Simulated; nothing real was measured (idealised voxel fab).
The process module presented herein is designated voxel tone inversion.
The figure presents cross-section cut, which has a width of 210 nm and is divided into square cells with an edge length of 5 nm.
Notation: cross-section as square-cell grid; stated in bands, top first, going down; one or more cell rows per band.
Within each band entry, the heights of the top and of the bottom of the band appear first, in that order and in nm; the materials of the band then follow from left to right, each with its corresponding width in nm. The designation "full width" on a single material indicates that it fills the band from edge to edge; the designation "empty" indicates empty space.
The reference from which all heights are counted is 0, the level beneath which the as-received wafer is entirely one material; the lowest band, having no lower bound, proceeds downward and is written after the example "0 down".
A two-number width, for instance "30 to 40", indicates that the width is equal to the first number in the top row of the band and to the second number in the bottom row, and that it changes by a constant amount per row of cells.
A step reported as "nothing got changed" is a step in which no cell of the cross-section changed.
Reported under the label "Closed cavity list" are the empty spaces having no open way to the top and comprising 8 cells or more; the notation for each is width x height at distance, in which the distance is measured from the left edge and all three values are in nm.
If you see something after the settings on a step's line, that's the simulator's own remark about that step.
The setting "overlay nm" may be written on the line of a step. When the step uses a mask, the value reports how far to the right of the planned place the mask lay, and a negative value reports that it lay to the left.
THE PROCESS STEPS THAT WERE PLANNED ARE LISTED BELOW
1 RECEIVE (material Si)
2 CONFORMAL_DEP (material SiN; thk nm 5)
3 DIRECTIONAL_DEP (material polySi; thk nm 20)
4 PATTERN (tone cover; mask id POSTS; material resist; width nm 15; pitch nm 35; thk nm 30; overlay nm 0)
5 DIRECTIONAL_ETCH (etch materials polySi; depth nm 20)
6 STRIP (etch materials resist)
7 FILL_DEP (material SiO2; thk nm 5)
8 CMP (height nm 30)
9 STRIP (etch materials polySi)
All wafers enter the flow in the same state. The thk nm at step 2 differs from wafer to wafer, and the plan gives the value for the first wafer.
THE FIRST OF SEVERAL WAFERS AS RECEIVED, SHOWN IN CROSS-SECTION; THIS IS ITS STATE AFTER STEP 1
0 down = Si full width
Closed cavity list: none
SO IN THIS TABLE EVERY WAFER GETS ITS OWN ROW, AND WHAT YOU SEE IS WHERE IT STANDS AT THE END OF THE MODULE: FOR EACH MATERIAL, HOW MANY CELLS IT PICKED UP (+) OR GAVE UP (-) SINCE WE RECEIVED IT, AND AFTER THAT ITS CLOSED VOIDS
thk nm 5; +42 SiN; +174 SiO2; +36 polySi; Closed cavity list: none
thk nm 10; +84 SiN; +132 SiO2; Closed cavity list: none
thk nm 15; +126 SiN; +99 SiO2; Closed cavity list: none
thk nm 20; +168 SiN; +66 SiO2; Closed cavity list: none
thk nm 25; +210 SiN; +33 SiO2; Closed cavity list: none
